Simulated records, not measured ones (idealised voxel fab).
This section sets out a process module, namely voxel double patterning.
cross-section cut | 165 nm wide | cells 5 nm
Each cross-section below is a grid of square cells, stated as bands in top-down order, with one or more rows of cells making up each band. Top, bottom (nm), then materials left to right with widths (nm); lone material tagged "full width" fills the whole band edge to edge; "empty" = empty space. Beneath 0, the wafer as received is one material, and that level is where height counting begins. The lowest band goes on downward without a bottom; it is written like "top 0, no bottom". Top row gets the first number, bottom row gets the second, and each row in between changes by the same step: that is how a band width like "30->40" works. "same as before" -> step changed no cross-section cell. Heads up: "Entrapped voids" only lists the empty pockets with no open path to the top that are 8 cells or more, and it writes them as width x height at distance, distance from the left edge, in nm. It should be noted that, on the line of a given step, the content following the step's settings is a remark produced by the simulator itself with respect to that step. "overlay nm" answers the question of how far to the right of plan the mask lay on a step that has a mask, and when it is negative the answer is to the left.

[Process steps (planned)]
1. RECEIVE with material Si
2. CONFORMAL_DEP with material SiO2, thk nm 10
3. DIRECTIONAL_DEP with material TiN, thk nm 20
4. DIRECTIONAL_DEP with material SiCN, thk nm 5
5. DIRECTIONAL_DEP with material aC, thk nm 15
6. PATTERN with tone open, mask id FIRST, material resist, width nm 15, pitch nm 50, thk nm 35, overlay nm 0
7. DIRECTIONAL_ETCH with etch materials aC, depth nm 15
8. STRIP with etch materials resist
9. DIRECTIONAL_ETCH with etch materials SiCN, depth nm 5
10. STRIP with etch materials aC
11. PATTERN with tone open, mask id SECOND, material resist, width nm 15, pitch nm 50, thk nm 20, overlay nm 0
12. DIRECTIONAL_ETCH with etch materials SiCN, depth nm 5
13. STRIP with etch materials resist
14. DIRECTIONAL_ETCH with etch materials TiN, depth nm 20
15. STRIP with etch materials SiCN

[First of two wafers, with the run carried out as planned]

[Incoming wafer, cross-sectional view, post step 1]
* top 0, no bottom: Si full width
* Entrapped voids: none

[The wafer, seen in cross-section, after step 2]
* top 10, bottom 0: SiO2 full width
* Whatever lies below 0 is exactly as it was before.

[The wafer, seen in cross-section, after step 3]
* top 30, bottom 10: TiN full width
* Whatever lies below 10 is exactly as it was before.

[The wafer, seen in cross-section, after step 4]
* top 35, bottom 30: SiCN full width
* Whatever lies below 30 is exactly as it was before.

[The wafer, seen in cross-section, after step 5]
* top 50, bottom 35: aC full width
* Whatever lies below 35 is exactly as it was before.

[The wafer, seen in cross-section, after step 6]
* top 85, bottom 50: 25 resist, 15 empty, 35 resist, 15 empty, 35 resist, 15 empty, 25 resist
* Whatever lies below 50 is exactly as it was before.

[The wafer, seen in cross-section, after step 7]
* top 70, bottom 50: 25 resist, 15 empty, 35 resist, 15 empty, 35 resist, 15 empty, 25 resist
* top 50, bottom 35: 25 aC, 15 empty, 35 aC, 15 empty, 35 aC, 15 empty, 25 aC
* Whatever lies below 35 is exactly as it was before.

[The wafer, seen in cross-section, after step 8]
* top 50, bottom 35: 25 aC, 15 empty, 35 aC, 15 empty, 35 aC, 15 empty, 25 aC
* Whatever lies below 35 is exactly as it was before.

[The wafer, seen in cross-section, after step 9]
* top 50, bottom 35: 25 aC, 15 empty, 35 aC, 15 empty, 35 aC, 15 empty, 25 aC
* top 35, bottom 30: 25 SiCN, 15 empty, 35 SiCN, 15 empty, 35 SiCN, 15 empty, 25 SiCN
* Whatever lies below 30 is exactly as it was before.

[The wafer, seen in cross-section, after step 10]
* top 35, bottom 30: 25 SiCN, 15 empty, 35 SiCN, 15 empty, 35 SiCN, 15 empty, 25 SiCN
* Whatever lies below 30 is exactly as it was before.

[The wafer, seen in cross-section, after step 11]
* top 55, bottom 35: 50 resist, 15 empty, 35 resist, 15 empty, 50 resist
* top 35, bottom 30: 25 SiCN, 15 resist, 35 SiCN, 15 resist, 35 SiCN, 15 resist, 25 SiCN
* Whatever lies below 30 is exactly as it was before.

[The wafer, seen in cross-section, after step 12]
* top 55, bottom 35: 50 resist, 15 empty, 35 resist, 15 empty, 50 resist
* top 35, bottom 30: 25 SiCN, 15 resist, 10 SiCN, 15 empty, 10 SiCN, 15 resist, 10 SiCN, 15 empty, 10 SiCN, 15 resist, 25 SiCN
* Whatever lies below 30 is exactly as it was before.

[The wafer, seen in cross-section, after step 13]
* top 35, bottom 30: 25 SiCN, 15 empty, 10 SiCN, 15 empty, 10 SiCN, 15 empty, 10 SiCN, 15 empty, 10 SiCN, 15 empty, 25 SiCN
* Whatever lies below 30 is exactly as it was before.

[The wafer, seen in cross-section, after step 14]
* top 35, bottom 30: 25 SiCN, 15 empty, 10 SiCN, 15 empty, 10 SiCN, 15 empty, 10 SiCN, 15 empty, 10 SiCN, 15 empty, 25 SiCN
* top 30, bottom 10: 25 TiN, 15 empty, 10 TiN, 15 empty, 10 TiN, 15 empty, 10 TiN, 15 empty, 10 TiN, 15 empty, 25 TiN
* Whatever lies below 10 is exactly as it was before.

[The wafer, seen in cross-section, after step 15]
* top 30, bottom 10: 25 TiN, 15 empty, 10 TiN, 15 empty, 10 TiN, 15 empty, 10 TiN, 15 empty, 10 TiN, 15 empty, 25 TiN
* Whatever lies below 10 is exactly as it was before.

[Okay, second wafer. Nothing different at the start, nothing different in the plan, just one mistake somewhere in the running. As far as step 10, counting that step, it's the first wafer all over again]

[The second wafer in cross-section, at the planned close of step 11]
* top 55, bottom 35: 40 resist, 15 empty, 35 resist, 15 empty, 60 resist
* top 35, bottom 30: 25 SiCN, 15 resist, 35 SiCN, 15 resist, 35 SiCN, 15 resist, 25 SiCN
* Whatever lies below 30 is exactly as it was before.

[The second wafer in cross-section, at the planned close of step 12]
* top 55, bottom 35: 40 resist, 15 empty, 35 resist, 15 empty, 60 resist
* top 35, bottom 30: 25 SiCN, 15 resist, 15 empty, 20 SiCN, 15 resist, 15 empty, 20 SiCN, 15 resist, 25 SiCN
* Whatever lies below 30 is exactly as it was before.

[The second wafer in cross-section, at the planned close of step 13]
* top 35, bottom 30: 25 SiCN, 30 empty, 20 SiCN, 30 empty, 20 SiCN, 15 empty, 25 SiCN
* Whatever lies below 30 is exactly as it was before.

[The second wafer in cross-section, at the planned close of step 14]
* top 35, bottom 30: 25 SiCN, 30 empty, 20 SiCN, 30 empty, 20 SiCN, 15 empty, 25 SiCN
* top 30, bottom 10: 25 TiN, 30 empty, 20 TiN, 30 empty, 20 TiN, 15 empty, 25 TiN
* Whatever lies below 10 is exactly as it was before.

[The second wafer in cross-section, at the planned close of step 15]
* top 30, bottom 10: 25 TiN, 30 empty, 20 TiN, 30 empty, 20 TiN, 15 empty, 25 TiN
* Whatever lies below 10 is exactly as it was before.
Processing error: planned and actual differ for step 11; actual: PATTERN with tone open, mask id SECOND, material resist, width nm 15, pitch nm 50, thk nm 20, overlay nm -10
In the final comparison it is observed that the number of cells assigned to each material is identical for the two wafers, whereas their placement is not.
